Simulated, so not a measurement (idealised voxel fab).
This is a process module. Its name is voxel double patterning.
Cross-section cut spans 165 nm and uses square cells 5 nm in size.
Format of a cross-section: grid, square cells. Given as bands. Order: top down. Band: one or more rows of cells.
Read a band's entry like this: the first values are the height of its top and the height of its bottom in nm, and what follows is the sequence of materials from left to right, each with its width in nm. Note that "empty" is empty space, and that a single material marked "edge to edge" reaches across the band from edge to edge.
A quick word on heights: they are counted from 0, and under that level the wafer as it came to us is one material throughout. The lowest band is different from the rest in having no bottom; it simply continues downward, written as in "0 and below".
Width: "30 to 40" (first number = top row, second number = bottom row, same change from row to row of cells).
Basically "nothing altered" means that step didn't change any cell in the cross-section.
The label "Completely enclosed voids" introduces a list of the empty spaces, 8 cells or larger, that have no open way up to the top; each entry in it reads width x height at distance, where the distance is taken from the left edge and all three are stated in nm.
What comes after the settings on a step's line is commentary from the simulator itself on that step.
On any step carrying a mask, the "overlay nm" setting, if present on the step's line, tells how far right of its planned place the mask lay; negative values point to the left.

Process steps - plan
1,RECEIVE [material Si]
2,CONFORMAL_DEP [material SiO2] [thk nm 10]
3,DIRECTIONAL_DEP [material TiN] [thk nm 20]
4,DIRECTIONAL_DEP [material SiCN] [thk nm 5]
5,DIRECTIONAL_DEP [material aC] [thk nm 15]
6,PATTERN [tone open] [mask id FIRST] [material resist] [width nm 15] [pitch nm 50] [thk nm 35] [overlay nm 0]
7,DIRECTIONAL_ETCH [etch materials aC] [depth nm 15]
8,STRIP [etch materials resist]
9,DIRECTIONAL_ETCH [etch materials SiCN] [depth nm 5]
10,STRIP [etch materials aC]
11,PATTERN [tone open] [mask id SECOND] [material resist] [width nm 15] [pitch nm 50] [thk nm 20] [overlay nm 0]
12,DIRECTIONAL_ETCH [etch materials SiCN] [depth nm 5]
13,STRIP [etch materials resist]
14,DIRECTIONAL_ETCH [etch materials TiN] [depth nm 20]
15,STRIP [etch materials SiCN]

As received (post step 1): cross-section
> 0 and below | Si edge to edge
> Completely enclosed voids: none

Sectioned view, first of two wafers, at the close of the module, processed as intended in the plan
> 30 down to 10 | 25 nm TiN, 15 nm empty, 10 nm TiN, 15 nm empty, 10 nm TiN, 15 nm empty, 10 nm TiN, 15 nm empty, 10 nm TiN, 15 nm empty, 25 nm TiN
> 10 down to 0 | SiO2 edge to edge
> 0 and below | Si edge to edge
> Completely enclosed voids: none

Cross-sectional view of the second of two wafers upon completion of the module. This wafer shared its starting condition and process plan with the first; one error was made during its execution
> 30 down to 20 | 25 nm TiN, 15 nm empty, 10 nm TiN, 15 nm empty, 10 nm TiN, 15 nm empty, 10 nm TiN, 15 nm empty, 10 nm TiN, 15 nm empty, 25 nm TiN
> 20 down to 10 | TiN edge to edge
> 10 down to 0 | SiO2 edge to edge
> 0 and below | Si edge to edge
> Completely enclosed voids: none
Plan not followed: step 14: run off-plan, actual operation and settings DIRECTIONAL_ETCH [etch materials TiN] [depth nm 10]
Final tally in cells, some materials are higher or lower on the second wafer than on the first: 30 more of TiN
